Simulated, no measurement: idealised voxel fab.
Process module under the name voxel gate over fins
140 nm wide, 5 nm square cells: that's cross-section cut.
Heads up, the way a cross-section reads in here is a grid of square cells, handed over as bands from the top down, with every band being one or more rows of cells. Band entry format. Leading values: height of top, height of bottom, nm. Remainder: materials in left-to-right order, each with its width in nm. Special words: "all across" on a single material, which then fills the band edge to edge; "air", empty space. Height is counted from the level 0, under which the received wafer is composed throughout of one material. The lowest of the bands is not closed at the bottom but continues downward, in the notation "0 nm and below". Graded width ("30->40"): value in top row of band = first number; value in bottom row = second number; row-to-row change constant. Given "nothing got changed" for a step, no cell of the cross-section differs between before and after that step. Heads up: "Closed void register" only lists the empty pockets with no open path to the top that are 8 cells or more, and it writes them as width x height at distance, distance from the left edge, in nm. Note: text after step settings on the step line = simulator remark on that step. "overlay nm" denotes, for a step that has a mask, the displacement of the mask to the right of its planned place, with negative values corresponding to the left.
The planned process steps are enumerated hereunder
- 1: RECEIVE,material Si
- 2: CONFORMAL_DEP,material SiN,thk nm 5
- 3: PATTERN,tone cover,mask id FINS,material resist,width nm 15,pitch nm 45,thk nm 15,overlay nm 0
- 4: DIRECTIONAL_ETCH,etch materials SiN,depth nm 5
- 5: DIRECTIONAL_ETCH,etch materials Si,depth nm 30
- 6: STRIP,etch materials resist
- 7: OXIDIZE,depth nm 5
- 8: FILL_DEP,material SiO2,thk nm 15
- 9: CMP,height nm 5
- 10: SELECTIVE_ETCH,etch materials SiO2,depth nm 20
- 11: STRIP,etch materials SiN
- 12: CONFORMAL_DEP,material HfO2,thk nm 5
- 13: CONFORMAL_DEP,material TiN,thk nm 5
- 14: CONFORMAL_DEP,material TiAl,thk nm 5
- 15: CONFORMAL_DEP,material TiN,thk nm 5
- 16: FILL_DEP,material W,thk nm 15
- 17: CMP,height nm 30
- 18: CONFORMAL_DEP,material SiN,thk nm 5
Wafer cross-section on receipt, i.e. after step 1
	0 nm and below  Si all across
	Closed void register: none
Figure: cross-sectional view of the wafer upon completion of the module, processed from the initial state and according to the plan depicted above, with one error introduced during execution
	35 nm to 30 nm  SiN all across
	30 nm to 20 nm  HfO2 all across
	20 nm to 15 nm  25 of HfO2; 90 of TiN; 25 of HfO2
	15 nm to 10 nm  25 of HfO2; 5 of TiN; 35 of TiAl; 10 of TiN; 35 of TiAl; 5 of TiN; 25 of HfO2
	10 nm to 5 nm  25 of HfO2; 5 of TiN; 5 of TiAl; 25 of TiN; 5 of TiAl; 10 of TiN; 5 of TiAl; 25 of TiN; 5 of TiAl; 5 of TiN; 25 of HfO2
	5 nm to 0 nm  30 of TiN; 5 of TiAl; 5 of TiN; 15 of HfO2; 5 of TiN; 5 of TiAl; 10 of TiN; 5 of TiAl; 5 of TiN; 15 of HfO2; 5 of TiN; 5 of TiAl; 30 of TiN
	0 nm to -5 nm  35 of TiAl; 5 of TiN; 5 of HfO2; 5 of Si; 5 of HfO2; 5 of TiN; 20 of TiAl; 5 of TiN; 5 of HfO2; 5 of Si; 5 of HfO2; 5 of TiN; 35 of TiAl
	-5 nm to -10 nm  40 of TiN; 5 of HfO2; 5 of Si; 5 of HfO2; 30 of TiN; 5 of HfO2; 5 of Si; 5 of HfO2; 40 of TiN
	-10 nm to -15 nm  45 of HfO2; 5 of Si; 40 of HfO2; 5 of Si; 45 of HfO2
	-15 nm to -35 nm  45 of SiO2; 5 of Si; 40 of SiO2; 5 of Si; 45 of SiO2
	-35 nm and below  Si all across
	Closed void register: none
Deviation from plan: it should be noted that step 16 was executed with settings other than those planned, the operation and settings actually applied being FILL_DEP,material HfO2,thk nm 15
